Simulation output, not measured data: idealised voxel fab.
Proc. module: voxel self aligned vias
Shown is cross-section cut, with a width of 280 nm and square cells of size 5 nm.
Cross-section, as written here: a square-cell grid given band by band from the top down, where a band holds one or more rows of cells. Top height, bottom height, nm. Materials left to right, width each, nm. Single material + "full width" = fills band edge to edge. "blank" = empty. A quick word on heights: they are counted from 0, and under that level the wafer as it came to us is one material throughout. The lowest band is different from the rest in having no bottom; it simply continues downward, written as in "0 down". A two-number width, for instance "30->40", indicates that the width is equal to the first number in the top row of the band and to the second number in the bottom row, and that it changes by a constant amount per row of cells. Where a step carries "stayed the same", the cross-section came out of it unchanged, cell for cell. Each empty space that has no open way to the top and spans at least 8 cells appears under "Voids lacking openings" as width x height at distance, the distance counted from the left edge, all in nm. Past the settings on a step's line: simulator remark, on that step. "overlay nm" denotes, for a step that has a mask, the displacement of the mask to the right of its planned place, with negative values corresponding to the left.
Process steps (planned)
1,RECEIVE: material Si
2,CONFORMAL_DEP: material SiO2, thk nm 10
3,CONFORMAL_DEP: material SiCN, thk nm 5
4,DIRECTIONAL_DEP: material lowk, thk nm 25
5,MASKED_ETCH: tone open, mask id LINES, width nm 20, pitch nm 50, etch materials lowk, depth nm 25, overlay nm 0
6,CONFORMAL_DEP: material TiN, thk nm 5
7,FILL_DEP: material Ru, thk nm 10
8,CMP: height nm 40
9,SELECTIVE_ETCH: etch materials W Ru TiN, depth nm 5
10,FILL_DEP: material SiN, thk nm 5
11,CMP: height nm 40
12,DIRECTIONAL_DEP: material lowk, thk nm 20
13,DIRECTIONAL_DEP: material aC, thk nm 15
14,PATTERN: tone open, mask id VIAS, material resist, width nm 30, pitch nm 100, thk nm 30, overlay nm 0
15,DIRECTIONAL_ETCH: etch materials aC, depth nm 15
16,STRIP: etch materials resist
17,DIRECTIONAL_ETCH: etch materials lowk, depth nm 20
18,DIRECTIONAL_ETCH: etch materials SiN, depth nm 5
19,STRIP: etch materials aC
20,CONFORMAL_DEP: material TiN, thk nm 5
21,FILL_DEP: material Ru, thk nm 5
22,CMP: height nm 60
23,CONFORMAL_DEP: material SiN, thk nm 5
As-received wafer cross-section (after step 1)
* 0 down = Si full width
* Voids lacking openings: none
End-of-module cross-section. Starting structure and process plan as above; one mistake made in running it
* 65 to 60 = SiN full width
* 60 to 40 = lowk 75; TiN 5; Ru 20; TiN 5; lowk 70; TiN 5; Ru 20; TiN 5; lowk 75
* 40 to 35 = lowk 75; TiN 30; lowk 25; SiN 20; lowk 25; TiN 30; lowk 75
* 35 to 20 = lowk 75; TiN 10; Ru 10; TiN 10; lowk 25; TiN 5; Ru 10; TiN 5; lowk 25; TiN 10; Ru 10; TiN 10; lowk 75
* 20 to 15 = lowk 80; TiN 20; lowk 30; TiN 20; lowk 30; TiN 20; lowk 80
* 15 to 10 = SiCN full width
* 10 to 0 = SiO2 full width
* 0 down = Si full width
* Voids lacking openings: none
Deviation from plan: step 17 of the plan was twice carried out
